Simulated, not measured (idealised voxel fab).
You're looking at the process module voxel transistor to metal.
FYI the section here is cut, 275 nm wide, cells are 5 nm squares.
Notation: cross-section as square-cell grid; stated in bands, top first, going down; one or more cell rows per band. Band: top height; bottom height; in nm. Then, left to right: material with width in nm, for each material. "throughout": a single material spanning edge to edge. "blank": empty space. We count height from 0. Below that, the starting wafer is all one material. The lowest band never ends at the bottom but goes on down; see "from 0 down" for how that is written. Width spec "30..40" -> top row of cells at first value, bottom row at second value, equal per-row change in between. No cell of the cross-section changed in a step that is given as "no modifications". Voids not open to the top, 8 cells minimum: see "Non-vented voids". Written width x height at distance; distance is from the left edge; nm. Whatever follows a step's settings on its line is a remark the simulator itself makes about that step. A step's line can hold "overlay nm"; with a mask on that step, the setting says how far right of the planned place the mask lay, while a negative setting says it lay to the left. Pairs from here to the end. Each: cross-section before one process step, cross-section after it, the latter only as far down as the lowest band that changed. Under each: the step between, and its settings. Mind that the pairs may be taken from different runs of this module on the same starting wafer; whether a pair continues from the pair above depends on its entry headed "Incoming structure", and it does only where that entry says so.
## Incoming structure
from 75 to 60 | 20 blank; 15 aC; 65 blank; 15 aC; 40 blank; 15 aC; 65 blank; 15 aC; 25 blank
from 60 to 35 | Ru throughout
from 35 to 30 | TiN throughout
from 30 to 20 | 20 SiO2; 5 TiN; 5 W; 5 TiN; 65 SiO2; 5 TiN; 5 W; 5 TiN; 40 SiO2; 5 TiN; 5 W; 5 TiN; 65 SiO2; 5 TiN; 5 W; 5 TiN; 25 SiO2
from 20 to 5 | 20 SiO2; 5 TiN; 5 W; 5 TiN; 5 SiO2; 5 SiN; 5 HfO2; 5 TiN; 25 W; 5 TiN; 5 HfO2; 5 SiN; 5 SiO2; 5 TiN; 5 W; 5 TiN; 40 SiO2; 5 TiN; 5 W; 5 TiN; 5 SiO2; 5 SiN; 5 HfO2; 5 TiN; 25 W; 5 TiN; 5 HfO2; 5 SiN; 5 SiO2; 5 TiN; 5 W; 5 TiN; 25 SiO2
from 5 to 0 | 20 SiO2; 15 TiN; 5 SiO2; 5 SiN; 5 HfO2; 5 TiN; 25 W; 5 TiN; 5 HfO2; 5 SiN; 5 SiO2; 15 TiN; 40 SiO2; 15 TiN; 5 SiO2; 5 SiN; 5 HfO2; 5 TiN; 25 W; 5 TiN; 5 HfO2; 5 SiN; 5 SiO2; 15 TiN; 25 SiO2
from 0 to -5 | 15 SiO2; 5 SiN; 20 nSi; 5 SiN; 5 HfO2; 35 TiN; 5 HfO2; 5 SiN; 20 nSi; 5 SiN; 30 SiO2; 5 SiN; 20 nSi; 5 SiN; 5 HfO2; 35 TiN; 5 HfO2; 5 SiN; 20 nSi; 5 SiN; 20 SiO2
from -5 to -10 | 20 SiO2; 20 nSi; 5 SiO2; 45 HfO2; 5 SiO2; 20 nSi; 40 SiO2; 20 nSi; 5 SiO2; 45 HfO2; 5 SiO2; 20 nSi; 25 SiO2
from -10 to -20 | 15 SiO2; 5 Si; 20 nSi; 55 Si; 20 nSi; 5 Si; 30 SiO2; 5 Si; 20 nSi; 55 Si; 20 nSi; 5 Si; 20 SiO2
from -20 to -40 | 15 SiO2; 105 Si; 30 SiO2; 105 Si; 20 SiO2
from -40 down | Si throughout
Non-vented voids: none
## Result of Step
from 75 to 60 | 20 blank; 15 aC; 65 blank; 15 aC; 40 blank; 15 aC; 65 blank; 15 aC; 25 blank
from 60 to 35 | 20 blank; 15 Ru; 65 blank; 15 Ru; 40 blank; 15 Ru; 65 blank; 15 Ru; 25 blank
Rest of section, below 35: as before.
Non-vented voids: none
The step carried out between the cross-section before it and the cross-section after it, both shown above, is op DIRECTIONAL_ETCH | etch materials Ru | depth nm 25
Incoming structure: taken from the pair above, after panel.
## Result of Step
from 75 to 60 | 20 blank; 15 aC; 65 blank; 15 aC; 40 blank; 15 aC; 65 blank; 15 aC; 25 blank
from 60 to 35 | 20 blank; 15 Ru; 65 blank; 15 Ru; 40 blank; 15 Ru; 65 blank; 15 Ru; 25 blank
from 35 to 30 | 20 blank; 15 TiN; 65 blank; 15 TiN; 40 blank; 15 TiN; 65 blank; 15 TiN; 25 blank
Rest of section, below 30: as before.
Non-vented voids: none
The step carried out between the cross-section before it and the cross-section after it, both shown above, is op DIRECTIONAL_ETCH | etch materials TiN | depth nm 5
Incoming structure: taken from the pair above, after panel.
## Result of Step
from 60 to 35 | 20 blank; 15 Ru; 65 blank; 15 Ru; 40 blank; 15 Ru; 65 blank; 15 Ru; 25 blank
Rest of section, below 35: as before.
Non-vented voids: none
The step carried out between the cross-section before it and the cross-section after it, both shown above, is op STRIP | etch materials aC
Incoming structure: taken from the pair above, after panel.
## Result of Step
from 65 to 60 | SiO2 throughout
from 60 to 35 | 20 SiO2; 15 Ru; 65 SiO2; 15 Ru; 40 SiO2; 15 Ru; 65 SiO2; 15 Ru; 25 SiO2
from 35 to 30 | 20 SiO2; 15 TiN; 65 SiO2; 15 TiN; 40 SiO2; 15 TiN; 65 SiO2; 15 TiN; 25 SiO2
Rest of section, below 30: as before.
Non-vented voids: none
The step carried out between the cross-section before it and the cross-section after it, both shown above, is op FILL_DEP | material SiO2 | thk nm 5
Incoming structure: taken from the pair above, after panel.
## Result of Step
from 60 to 35 | 20 SiO2; 15 Ru; 65 SiO2; 15 Ru; 40 SiO2; 15 Ru; 65 SiO2; 15 Ru; 25 SiO2
Rest of section, below 35: as before.
Non-vented voids: none
The step carried out between the cross-section before it and the cross-section after it, both shown above, is op CMP | height nm 60
Incoming structure: taken from the pair above, after panel.
## Result of Step
from 65 to 60 | SiCN throughout
Rest of section, below 60: as before.
Non-vented voids: none
The step carried out between the cross-section before it and the cross-section after it, both shown above, is op CONFORMAL_DEP | material SiCN | thk nm 5
Incoming structure: taken from the pair above, after panel.
## Result of Step
from 95 to 65 | SiO2 throughout
Rest of section, below 65: as before.
Non-vented voids: none
The step carried out between the cross-section before it and the cross-section after it, both shown above, is op DIRECTIONAL_DEP | material SiO2 | thk nm 30
Incoming structure: taken from the pair above, after panel.
## Result of Step
from 95 to 80 | 20 SiO2; 15 blank; 120 SiO2; 15 blank; 105 SiO2
Rest of section, below 80: as before.
Non-vented voids: none
The step carried out between the cross-section before it and the cross-section after it, both shown above, is op MASKED_ETCH | tone open | mask id METAL_2 | width nm 15 | pitch nm 135 | etch materials SiO2 | depth nm 15 | overlay nm 0
Incoming structure: taken from the pair above, after panel.
## Result of Step
from 110 to 95 | 20 aC; 15 blank; 120 aC; 15 blank; 105 aC
from 95 to 80 | 20 SiO2; 15 aC; 120 SiO2; 15 aC; 105 SiO2
Rest of section, below 80: as before.
Non-vented voids: none
The step carried out between the cross-section before it and the cross-section after it, both shown above, is op DIRECTIONAL_DEP | material aC | thk nm 15
Incoming structure: taken from the pair above, after panel.
## Result of Step
from 140 to 110 | 20 resist; 15 blank; 120 resist; 15 blank; 105 resist
Rest of section, below 110: as before.
Non-vented voids: none
The step carried out between the cross-section before it and the cross-section after it, both shown above, is op PATTERN | tone open | mask id METAL_2_HOLES | material resist | width nm 15 | pitch nm 135 | thk nm 30 | overlay nm 0
Incoming structure: taken from the pair above, after panel.
## Result of Step
from 125 to 110 | 20 resist; 15 blank; 120 resist; 15 blank; 105 resist
from 110 to 95 | 20 aC; 15 blank; 120 aC; 15 blank; 105 aC
from 95 to 80 | 20 SiO2; 15 blank; 120 SiO2; 15 blank; 105 SiO2
Rest of section, below 80: as before.
Non-vented voids: none
The step carried out between the cross-section before it and the cross-section after it, both shown above, is op DIRECTIONAL_ETCH | etch materials aC | depth nm 15
Incoming structure: taken from the pair above, after panel.
## Result of Step
from 110 to 95 | 20 aC; 15 blank; 120 aC; 15 blank; 105 aC
Rest of section, below 95: as before.
Non-vented voids: none
The step carried out between the cross-section before it and the cross-section after it, both shown above, is op STRIP | etch materials resist
Incoming structure: taken from the pair above, after panel.
## Result of Step
from 110 to 95 | 20 aC; 15 blank; 120 aC; 15 blank; 105 aC
from 95 to 65 | 20 SiO2; 15 blank; 120 SiO2; 15 blank; 105 SiO2
Rest of section, below 65: as before.
Non-vented voids: none
The step carried out between the cross-section before it and the cross-section after it, both shown above, is op DIRECTIONAL_ETCH | etch materials SiO2 | depth nm 15
Incoming structure: taken from the pair above, after panel.
## Result of Step
from 110 to 95 | 20 aC; 15 blank; 120 aC; 15 blank; 105 aC
from 95 to 65 | 20 SiO2; 15 blank; 120 SiO2; 15 blank; 105 SiO2
from 65 to 60 | 20 SiCN; 15 blank; 120 SiCN; 15 blank; 105 SiCN
Rest of section, below 60: as before.
Non-vented voids: none
The step carried out between the cross-section before it and the cross-section after it, both shown above, is op DIRECTIONAL_ETCH | etch materials SiCN | depth nm 5
Incoming structure: taken from the pair above, after panel.
## Result of Step
from 95 to 65 | 20 SiO2; 15 blank; 120 SiO2; 15 blank; 105 SiO2
Rest of section, below 65: as before.
Non-vented voids: none
The step carried out between the cross-section before it and the cross-section after it, both shown above, is op STRIP | etch materials aC
Incoming structure: taken from the pair above, after panel.
## Result of Step
from 100 to 95 | 25 TiN; 5 blank; 130 TiN; 5 blank; 110 TiN
from 95 to 65 | 20 SiO2; 5 TiN; 5 blank; 5 TiN; 120 SiO2; 5 TiN; 5 blank; 5 TiN; 105 SiO2
from 65 to 60 | 20 SiCN; 15 TiN; 120 SiCN; 15 TiN; 105 SiCN
Rest of section, below 60: as before.
Non-vented voids: none
The step carried out between the cross-section before it and the cross-section after it, both shown above, is op CONFORMAL_DEP | material TiN | thk nm 5
Incoming structure: taken from the pair above, after panel.
## Result of Step
from 110 to 100 | Cu throughout
from 100 to 95 | 25 TiN; 5 Cu; 130 TiN; 5 Cu; 110 TiN
from 95 to 65 | 20 SiO2; 5 TiN; 5 Cu; 5 TiN; 120 SiO2; 5 TiN; 5 Cu; 5 TiN; 105 SiO2
Rest of section, below 65: as before.
Non-vented voids: none
The step carried out between the cross-section before it and the cross-section after it, both shown above, is op FILL_DEP | material Cu | thk nm 10
Incoming structure: taken from the pair above, after panel.
## Result of Step
from 95 to 65 | 20 SiO2; 5 TiN; 5 Cu; 5 TiN; 120 SiO2; 5 TiN; 5 Cu; 5 TiN; 105 SiO2
Rest of section, below 65: as before.
Non-vented voids: none
The step carried out between the cross-section before it and the cross-section after it, both shown above, is op CMP | height nm 95
Incoming structure: taken from the pair above, after panel.
## Result of Step
from 100 to 95 | SiN throughout
Rest of section, below 95: as before.
Non-vented voids: none
The step carried out between the cross-section before it and the cross-section after it, both shown above, is op CONFORMAL_DEP | material SiN | thk nm 5
## Incoming structure
from 25 to 20 | 40 blank; 5 SiN; 45 blank; 5 SiN; 80 blank; 5 SiN; 45 blank; 5 SiN; 45 blank
from 20 to 0 | 40 SiO2; 5 SiN; 45 blank; 5 SiN; 80 SiO2; 5 SiN; 45 blank; 5 SiN; 45 SiO2
from 0 to -5 | 15 SiO2; 5 SiN; 20 nSi; 5 SiN; 45 blank; 5 SiN; 20 nSi; 5 SiN; 30 SiO2; 5 SiN; 20 nSi; 5 SiN; 45 blank; 5 SiN; 20 nSi; 5 SiN; 20 SiO2
from -5 to -10 | 20 SiO2; 20 nSi; 5 SiO2; 45 blank; 5 SiO2; 20 nSi; 40 SiO2; 20 nSi; 5 SiO2; 45 blank; 5 SiO2; 20 nSi; 25 SiO2
from -10 to -20 | 15 SiO2; 5 Si; 20 nSi; 55 Si; 20 nSi; 5 Si; 30 SiO2; 5 Si; 20 nSi; 55 Si; 20 nSi; 5 Si; 20 SiO2
from -20 to -40 | 15 SiO2; 105 Si; 30 SiO2; 105 Si; 20 SiO2
from -40 down | Si throughout
Non-vented voids: none
## Result of Step
from 30 to 25 | 35 blank; 15 TiN; 35 blank; 15 TiN; 70 blank; 15 TiN; 35 blank; 15 TiN; 40 blank
from 25 to 20 | 40 TiN; 5 SiN; 5 TiN; 35 blank; 5 TiN; 5 SiN; 80 TiN; 5 SiN; 5 TiN; 35 blank; 5 TiN; 5 SiN; 45 TiN
from 20 to 0 | 40 SiO2; 5 SiN; 5 TiN; 35 blank; 5 TiN; 5 SiN; 80 SiO2; 5 SiN; 5 TiN; 35 blank; 5 TiN; 5 SiN; 45 SiO2
from 0 to -5 | 15 SiO2; 5 SiN; 20 nSi; 5 SiN; 5 TiN; 35 blank; 5 TiN; 5 SiN; 20 nSi; 5 SiN; 30 SiO2; 5 SiN; 20 nSi; 5 SiN; 5 TiN; 35 blank; 5 TiN; 5 SiN; 20 nSi; 5 SiN; 20 SiO2
from -5 to -10 | 20 SiO2; 20 nSi; 5 SiO2; 45 TiN; 5 SiO2; 20 nSi; 40 SiO2; 20 nSi; 5 SiO2; 45 TiN; 5 SiO2; 20 nSi; 25 SiO2
Rest of section, below -10: as before.
Non-vented voids: none
The step carried out between the cross-section before it and the cross-section after it, both shown above, is op CONFORMAL_DEP | material TiN | thk nm 5
Incoming structure: taken from the pair above, after panel.
## Result of Step
from 40 to 30 | W throughout
from 30 to 25 | 35 W; 15 TiN; 35 W; 15 TiN; 70 W; 15 TiN; 35 W; 15 TiN; 40 W
from 25 to 20 | 40 TiN; 5 SiN; 5 TiN; 35 W; 5 TiN; 5 SiN; 80 TiN; 5 SiN; 5 TiN; 35 W; 5 TiN; 5 SiN; 45 TiN
from 20 to 0 | 40 SiO2; 5 SiN; 5 TiN; 35 W; 5 TiN; 5 SiN; 80 SiO2; 5 SiN; 5 TiN; 35 W; 5 TiN; 5 SiN; 45 SiO2
from 0 to -5 | 15 SiO2; 5 SiN; 20 nSi; 5 SiN; 5 TiN; 35 W; 5 TiN; 5 SiN; 20 nSi; 5 SiN; 30 SiO2; 5 SiN; 20 nSi; 5 SiN; 5 TiN; 35 W; 5 TiN; 5 SiN; 20 nSi; 5 SiN; 20 SiO2
Rest of section, below -5: as before.
Non-vented voids: none
The step carried out between the cross-section before it and the cross-section after it, both shown above, is op FILL_DEP | material W | thk nm 10
Incoming structure: taken from the pair above, after panel.
## Result of Step
from 20 to 0 | 40 SiO2; 5 SiN; 5 TiN; 35 W; 5 TiN; 5 SiN; 80 SiO2; 5 SiN; 5 TiN; 35 W; 5 TiN; 5 SiN; 45 SiO2
Rest of section, below 0: as before.
Non-vented voids: none
The step carried out between the cross-section before it and the cross-section after it, both shown above, is op CMP | height nm 20
Incoming structure: taken from the pair above, after panel.
## Result of Step
from 30 to 20 | SiO2 throughout
Rest of section, below 20: as before.
Non-vented voids: none
The step carried out between the cross-section before it and the cross-section after it, both shown above, is op DIRECTIONAL_DEP | material SiO2 | thk nm 10
Incoming structure: taken from the pair above, after panel.
## Result of Step
from 45 to 30 | 20 resist; 15 blank; 65 resist; 15 blank; 40 resist; 15 blank; 65 resist; 15 blank; 25 resist
Rest of section, below 30: as before.
Non-vented voids: none
The step carried out between the cross-section before it and the cross-section after it, both shown above, is op PATTERN | tone open | mask id CONTACT | material resist | width nm 15 | thk nm 15 | overlay nm 0
Incoming structure: taken from the pair above, after panel.
## Result of Step
from 45 to 30 | 20 resist; 15 blank; 65 resist; 15 blank; 40 resist; 15 blank; 65 resist; 15 blank; 25 resist
from 30 to 20 | 20 SiO2; 15 blank; 65 SiO2; 15 blank; 40 SiO2; 15 blank; 65 SiO2; 15 blank; 25 SiO2
from 20 to 0 | 20 SiO2; 15 blank; 5 SiO2; 5 SiN; 5 TiN; 35 W; 5 TiN; 5 SiN; 5 SiO2; 15 blank; 40 SiO2; 15 blank; 5 SiO2; 5 SiN; 5 TiN; 35 W; 5 TiN; 5 SiN; 5 SiO2; 15 blank; 25 SiO2
Rest of section, below 0: as before.
Non-vented voids: none
The step carried out between the cross-section before it and the cross-section after it, both shown above, is op DIRECTIONAL_ETCH | etch materials SiO2 | depth nm 30
Incoming structure: taken from the pair above, after panel.
## Result of Step
from 30 to 20 | 20 SiO2; 15 blank; 65 SiO2; 15 blank; 40 SiO2; 15 blank; 65 SiO2; 15 blank; 25 SiO2
Rest of section, below 20: as before.
Non-vented voids: none
The step carried out between the cross-section before it and the cross-section after it, both shown above, is op STRIP | etch materials resist
Incoming structure: taken from the pair above, after panel.
## Result of Step
from 35 to 30 | 25 TiN; 5 blank; 75 TiN; 5 blank; 50 TiN; 5 blank; 75 TiN; 5 blank; 30 TiN
from 30 to 20 | 20 SiO2; 5 TiN; 5 blank; 5 TiN; 65 SiO2; 5 TiN; 5 blank; 5 TiN; 40 SiO2; 5 TiN; 5 blank; 5 TiN; 65 SiO2; 5 TiN; 5 blank; 5 TiN; 25 SiO2
from 20 to 5 | 20 SiO2; 5 TiN; 5 blank; 5 TiN; 5 SiO2; 5 SiN; 5 TiN; 35 W; 5 TiN; 5 SiN; 5 SiO2; 5 TiN; 5 blank; 5 TiN; 40 SiO2; 5 TiN; 5 blank; 5 TiN; 5 SiO2; 5 SiN; 5 TiN; 35 W; 5 TiN; 5 SiN; 5 SiO2; 5 TiN; 5 blank; 5 TiN; 25 SiO2
from 5 to 0 | 20 SiO2; 15 TiN; 5 SiO2; 5 SiN; 5 TiN; 35 W; 5 TiN; 5 SiN; 5 SiO2; 15 TiN; 40 SiO2; 15 TiN; 5 SiO2; 5 SiN; 5 TiN; 35 W; 5 TiN; 5 SiN; 5 SiO2; 15 TiN; 25 SiO2
Rest of section, below 0: as before.
Non-vented voids: none
The step carried out between the cross-section before it and the cross-section after it, both shown above, is op CONFORMAL_DEP | material TiN | thk nm 5
Incoming structure: taken from the pair above, after panel.
## Result of Step
from 45 to 35 | W throughout
from 35 to 30 | 25 TiN; 5 W; 75 TiN; 5 W; 50 TiN; 5 W; 75 TiN; 5 W; 30 TiN
from 30 to 20 | 20 SiO2; 5 TiN; 5 W; 5 TiN; 65 SiO2; 5 TiN; 5 W; 5 TiN; 40 SiO2; 5 TiN; 5 W; 5 TiN; 65 SiO2; 5 TiN; 5 W; 5 TiN; 25 SiO2
from 20 to 5 | 20 SiO2; 5 TiN; 5 W; 5 TiN; 5 SiO2; 5 SiN; 5 TiN; 35 W; 5 TiN; 5 SiN; 5 SiO2; 5 TiN; 5 W; 5 TiN; 40 SiO2; 5 TiN; 5 W; 5 TiN; 5 SiO2; 5 SiN; 5 TiN; 35 W; 5 TiN; 5 SiN; 5 SiO2; 5 TiN; 5 W; 5 TiN; 25 SiO2
Rest of section, below 5: as before.
Non-vented voids: none
The step carried out between the cross-section before it and the cross-section after it, both shown above, is op FILL_DEP | material W | thk nm 10
Incoming structure: taken from the pair above, after panel.
## Result of Step
from 30 to 20 | 20 SiO2; 5 TiN; 5 W; 5 TiN; 65 SiO2; 5 TiN; 5 W; 5 TiN; 40 SiO2; 5 TiN; 5 W; 5 TiN; 65 SiO2; 5 TiN; 5 W; 5 TiN; 25 SiO2
Rest of section, below 20: as before.
Non-vented voids: none
The step carried out between the cross-section before it and the cross-section after it, both shown above, is op CMP | height nm 30
Incoming structure: taken from the pair above, after panel.
## Result of Step
from 35 to 30 | TiN throughout
Rest of section, below 30: as before.
Non-vented voids: none
The step carried out between the cross-section before it and the cross-section after it, both shown above, is op DIRECTIONAL_DEP | material TiN | thk nm 5
Incoming structure: taken from the pair above, after panel.
## Result of Step
from 60 to 35 | Ru throughout
Rest of section, below 35: as before.
Non-vented voids: none
The step carried out between the cross-section before it and the cross-section after it, both shown above, is op DIRECTIONAL_DEP | material Ru | thk nm 25
Incoming structure: taken from the pair above, after panel.
## Result of Step
from 75 to 60 | aC throughout
Rest of section, below 60: as before.
Non-vented voids: none
The step carried out between the cross-section before it and the cross-section after it, both shown above, is op DIRECTIONAL_DEP | material aC | thk nm 15
Incoming structure: taken from the pair above, after panel.
## Result of Step
from 110 to 75 | 20 blank; 15 resist; 65 blank; 15 resist; 40 blank; 15 resist; 65 blank; 15 resist; 25 blank
Rest of section, below 75: as before.
Non-vented voids: none
The step carried out between the cross-section before it and the cross-section after it, both shown above, is op PATTERN | tone cover | mask id METAL_1 | material resist | width nm 15 | thk nm 35 | overlay nm 0
Incoming structure: taken from the pair above, after panel.
## Result of Step
from 95 to 75 | 20 blank; 15 resist; 65 blank; 15 resist; 40 blank; 15 resist; 65 blank; 15 resist; 25 blank
from 75 to 60 | 20 blank; 15 aC; 65 blank; 15 aC; 40 blank; 15 aC; 65 blank; 15 aC; 25 blank
Rest of section, below 60: as before.
Non-vented voids: none
The step carried out between the cross-section before it and the cross-section after it, both shown above, is op DIRECTIONAL_ETCH | etch materials aC | depth nm 15
Incoming structure: taken from the pair above, after panel.
## Result of Step
from 75 to 60 | 20 blank; 15 aC; 65 blank; 15 aC; 40 blank; 15 aC; 65 blank; 15 aC; 25 blank
Rest of section, below 60: as before.
Non-vented voids: none
The step carried out between the cross-section before it and the cross-section after it, both shown above, is op STRIP | etch materials resist
Incoming structure: taken from the pair above, after panel.
## Result of Step
from 75 to 60 | 20 blank; 15 aC; 65 blank; 15 aC; 40 blank; 15 aC; 65 blank; 15 aC; 25 blank
from 60 to 35 | 20 blank; 15 Ru; 65 blank; 15 Ru; 40 blank; 15 Ru; 65 blank; 15 Ru; 25 blank
Rest of section, below 35: as before.
Non-vented voids: none
The step carried out between the cross-section before it and the cross-section after it, both shown above, is op DIRECTIONAL_ETCH | etch materials Ru | depth nm 25
Incoming structure: taken from the pair above, after panel.
## Result of Step
from 75 to 60 | 20 blank; 15 aC; 65 blank; 15 aC; 40 blank; 15 aC; 65 blank; 15 aC; 25 blank
from 60 to 35 | 20 blank; 15 Ru; 65 blank; 15 Ru; 40 blank; 15 Ru; 65 blank; 15 Ru; 25 blank
from 35 to 30 | 20 blank; 15 TiN; 65 blank; 15 TiN; 40 blank; 15 TiN; 65 blank; 15 TiN; 25 blank
Rest of section, below 30: as before.
Non-vented voids: none
The step carried out between the cross-section before it and the cross-section after it, both shown above, is op DIRECTIONAL_ETCH | etch materials TiN | depth nm 5
Incoming structure: taken from the pair above, after panel.
## Result of Step
from 60 to 35 | 20 blank; 15 Ru; 65 blank; 15 Ru; 40 blank; 15 Ru; 65 blank; 15 Ru; 25 blank
Rest of section, below 35: as before.
Non-vented voids: none
The step carried out between the cross-section before it and the cross-section after it, both shown above, is op STRIP | etch materials aC
Incoming structure: taken from the pair above, after panel.
## Result of Step
from 65 to 60 | SiO2 throughout
from 60 to 35 | 20 SiO2; 15 Ru; 65 SiO2; 15 Ru; 40 SiO2; 15 Ru; 65 SiO2; 15 Ru; 25 SiO2
from 35 to 30 | 20 SiO2; 15 TiN; 65 SiO2; 15 TiN; 40 SiO2; 15 TiN; 65 SiO2; 15 TiN; 25 SiO2
Rest of section, below 30: as before.
Non-vented voids: none
The step carried out between the cross-section before it and the cross-section after it, both shown above, is op FILL_DEP | material SiO2 | thk nm 5
Incoming structure: taken from the pair above, after panel.
## Result of Step
from 60 to 35 | 20 SiO2; 15 Ru; 65 SiO2; 15 Ru; 40 SiO2; 15 Ru; 65 SiO2; 15 Ru; 25 SiO2
Rest of section, below 35: as before.
Non-vented voids: none
The step carried out between the cross-section before it and the cross-section after it, both shown above, is op CMP | height nm 60
Incoming structure: taken from the pair above, after panel.
## Result of Step
from 65 to 60 | SiCN throughout
Rest of section, below 60: as before.
Non-vented voids: none
The step carried out between the cross-section before it and the cross-section after it, both shown above, is op CONFORMAL_DEP | material SiCN | thk nm 5
Incoming structure: taken from the pair above, after panel.
## Result of Step
from 95 to 65 | SiO2 throughout
Rest of section, below 65: as before.
Non-vented voids: none
The step carried out between the cross-section before it and the cross-section after it, both shown above, is op DIRECTIONAL_DEP | material SiO2 | thk nm 30
Incoming structure: taken from the pair above, after panel.
## Result of Step
from 95 to 80 | 20 SiO2; 15 blank; 120 SiO2; 15 blank; 105 SiO2
Rest of section, below 80: as before.
Non-vented voids: none
The step carried out between the cross-section before it and the cross-section after it, both shown above, is op MASKED_ETCH | tone open | mask id METAL_2 | width nm 15 | pitch nm 135 | etch materials SiO2 | depth nm 15 | overlay nm 0
Incoming structure: taken from the pair above, after panel.
## Result of Step
from 110 to 95 | 20 aC; 15 blank; 120 aC; 15 blank; 105 aC
from 95 to 80 | 20 SiO2; 15 aC; 120 SiO2; 15 aC; 105 SiO2
Rest of section, below 80: as before.
Non-vented voids: none
The step carried out between the cross-section before it and the cross-section after it, both shown above, is op DIRECTIONAL_DEP | material aC | thk nm 15
Incoming structure: taken from the pair above, after panel.
## Result of Step
from 140 to 110 | 20 resist; 15 blank; 120 resist; 15 blank; 105 resist
Rest of section, below 110: as before.
Non-vented voids: none
The step carried out between the cross-section before it and the cross-section after it, both shown above, is op PATTERN | tone open | mask id METAL_2_HOLES | material resist | width nm 15 | pitch nm 135 | thk nm 30 | overlay nm 0
Incoming structure: taken from the pair above, after panel.
## Result of Step
from 125 to 110 | 20 resist; 15 blank; 120 resist; 15 blank; 105 resist
from 110 to 95 | 20 aC; 15 blank; 120 aC; 15 blank; 105 aC
from 95 to 80 | 20 SiO2; 15 blank; 120 SiO2; 15 blank; 105 SiO2
Rest of section, below 80: as before.
Non-vented voids: none
The step carried out between the cross-section before it and the cross-section after it, both shown above, is op DIRECTIONAL_ETCH | etch materials aC | depth nm 15
Incoming structure: taken from the pair above, after panel.
## Result of Step
from 110 to 95 | 20 aC; 15 blank; 120 aC; 15 blank; 105 aC
Rest of section, below 95: as before.
Non-vented voids: none
The step carried out between the cross-section before it and the cross-section after it, both shown above, is op STRIP | etch materials resist
Incoming structure: taken from the pair above, after panel.
## Result of Step
from 110 to 95 | 20 aC; 15 blank; 120 aC; 15 blank; 105 aC
from 95 to 65 | 20 SiO2; 15 blank; 120 SiO2; 15 blank; 105 SiO2
Rest of section, below 65: as before.
Non-vented voids: none
The step carried out between the cross-section before it and the cross-section after it, both shown above, is op DIRECTIONAL_ETCH | etch materials SiO2 | depth nm 15
Incoming structure: taken from the pair above, after panel.
## Result of Step
from 110 to 95 | 20 aC; 15 blank; 120 aC; 15 blank; 105 aC
from 95 to 65 | 20 SiO2; 15 blank; 120 SiO2; 15 blank; 105 SiO2
from 65 to 60 | 20 SiCN; 15 blank; 120 SiCN; 15 blank; 105 SiCN
Rest of section, below 60: as before.
Non-vented voids: none
The step carried out between the cross-section before it and the cross-section after it, both shown above, is op DIRECTIONAL_ETCH | etch materials SiCN | depth nm 5
Incoming structure: taken from the pair above, after panel.
## Result of Step
from 95 to 65 | 20 SiO2; 15 blank; 120 SiO2; 15 blank; 105 SiO2
Rest of section, below 65: as before.
Non-vented voids: none
The step carried out between the cross-section before it and the cross-section after it, both shown above, is op STRIP | etch materials aC
Incoming structure: taken from the pair above, after panel.
## Result of Step
from 100 to 95 | 25 TiN; 5 blank; 130 TiN; 5 blank; 110 TiN
from 95 to 65 | 20 SiO2; 5 TiN; 5 blank; 5 TiN; 120 SiO2; 5 TiN; 5 blank; 5 TiN; 105 SiO2
from 65 to 60 | 20 SiCN; 15 TiN; 120 SiCN; 15 TiN; 105 SiCN
Rest of section, below 60: as before.
Non-vented voids: none
The step carried out between the cross-section before it and the cross-section after it, both shown above, is op CONFORMAL_DEP | material TiN | thk nm 5
Incoming structure: taken from the pair above, after panel.
## Result of Step
from 110 to 100 | Cu throughout
from 100 to 95 | 25 TiN; 5 Cu; 130 TiN; 5 Cu; 110 TiN
from 95 to 65 | 20 SiO2; 5 TiN; 5 Cu; 5 TiN; 120 SiO2; 5 TiN; 5 Cu; 5 TiN; 105 SiO2
Rest of section, below 65: as before.
Non-vented voids: none
The step carried out between the cross-section before it and the cross-section after it, both shown above, is op FILL_DEP | material Cu | thk nm 10
Incoming structure: taken from the pair above, after panel.
## Result of Step
from 95 to 65 | 20 SiO2; 5 TiN; 5 Cu; 5 TiN; 120 SiO2; 5 TiN; 5 Cu; 5 TiN; 105 SiO2
Rest of section, below 65: as before.
Non-vented voids: none
The step carried out between the cross-section before it and the cross-section after it, both shown above, is op CMP | height nm 95
Incoming structure: taken from the pair above, after panel.
## Result of Step
from 100 to 95 | SiN throughout
Rest of section, below 95: as before.
Non-vented voids: none
The step carried out between the cross-section before it and the cross-section after it, both shown above, is op CONFORMAL_DEP | material SiN | thk nm 5
